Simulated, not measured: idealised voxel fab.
Process module heading - voxel local oxidation
This is section cut - it's 295 nm across, gridded in 5 nm square cells.
Each cross-section below is a grid of square cells, stated as bands in top-down order, with one or more rows of cells making up each band. What a band's entry tells you: where the top is and where the bottom is, as heights in nm, and after that what lies inside, material by material from left to right, each with its width in nm. Empty space is written as the word "air", and a single material marked with the word "full width" occupies the band from edge to edge. Counting heights begins at 0, where everything beneath is, in the wafer as received, one material. The lowest band has no bottom; it goes on downwards, as "from 0 down" shows. You'd read "30->40" like this: the band's top row of cells is as wide as the first number, its bottom row is as wide as the second, and going down, every row changes width by the same amount as the row before did. "stayed the same" after a step means that no cell of the cross-section changed. Basically, "Unvented internal voids" tells you about the enclosed voids: empty spaces with no open way to the top, 8 cells or bigger, each written width x height at distance, where distance is from the left edge, all in nm. That trailing text on a step's line, after the settings, is the simulator's own remark on the step. The "overlay nm" setting may appear on a step's line; for a step that uses a mask, it gives how far to the right of its planned position the mask lay, and a negative value indicates the left.
Here's what the planned process steps look like:
step 1: op RECEIVE | material Si
step 2: op CONFORMAL_DEP | material SiO2 | thk nm 5
step 3: op CONFORMAL_DEP | material SiN | thk nm 15
step 4: op PATTERN | tone cover | mask id ACTIVE | material resist | width nm 120 | thk nm 15 | overlay nm -15
step 5: op DIRECTIONAL_ETCH | etch materials SiN | depth nm 15
step 6: op STRIP | etch materials resist
step 7: op SELECTIVE_ETCH | etch materials SiO2 | depth nm 5
step 8: op OXIDIZE | depth nm 10
step 9: op STRIP | etch materials SiN
varied across the wafers: overlay nm of step 4. The plan shows the first wafer's value. All wafers start alike
First of several wafers (as received, post step 1), cross-sectional view:
  from 0 down = Si full width
  Unvented internal voids: none
Shown in cross-section: the first of several wafers at the end of the module, after its last step, step 9:
  from 5 to 0 = air=75 | SiO2=110 | air=110
  from 0 to -10 = SiO2=85 | Si=90 | SiO2=120
  from -10 down = Si full width
  Unvented internal voids: none
Here's the last wafer cross-sectioned at the end of the module:
  from 5 to 0 = air=105 | SiO2=110 | air=80
  from 0 to -10 = SiO2=115 | Si=90 | SiO2=90
  from -10 down = Si full width
  Unvented internal voids: none
Basically each wafer gets a line in the table, showing it at the end of the module: material by material, the cells it gained (+) or lost (-) since we got it, then its closed voids:
overlay nm -15; -82 Si; +104 SiO2; Unvented internal voids: none
overlay nm -10; -82 Si; +104 SiO2; Unvented internal voids: none
overlay nm -5; -82 Si; +104 SiO2; Unvented internal voids: none
overlay nm 0; -82 Si; +104 SiO2; Unvented internal voids: none
overlay nm 5; -82 Si; +104 SiO2; Unvented internal voids: none
overlay nm 10; -82 Si; +104 SiO2; Unvented internal voids: none
overlay nm 15; -82 Si; +104 SiO2; Unvented internal voids: none
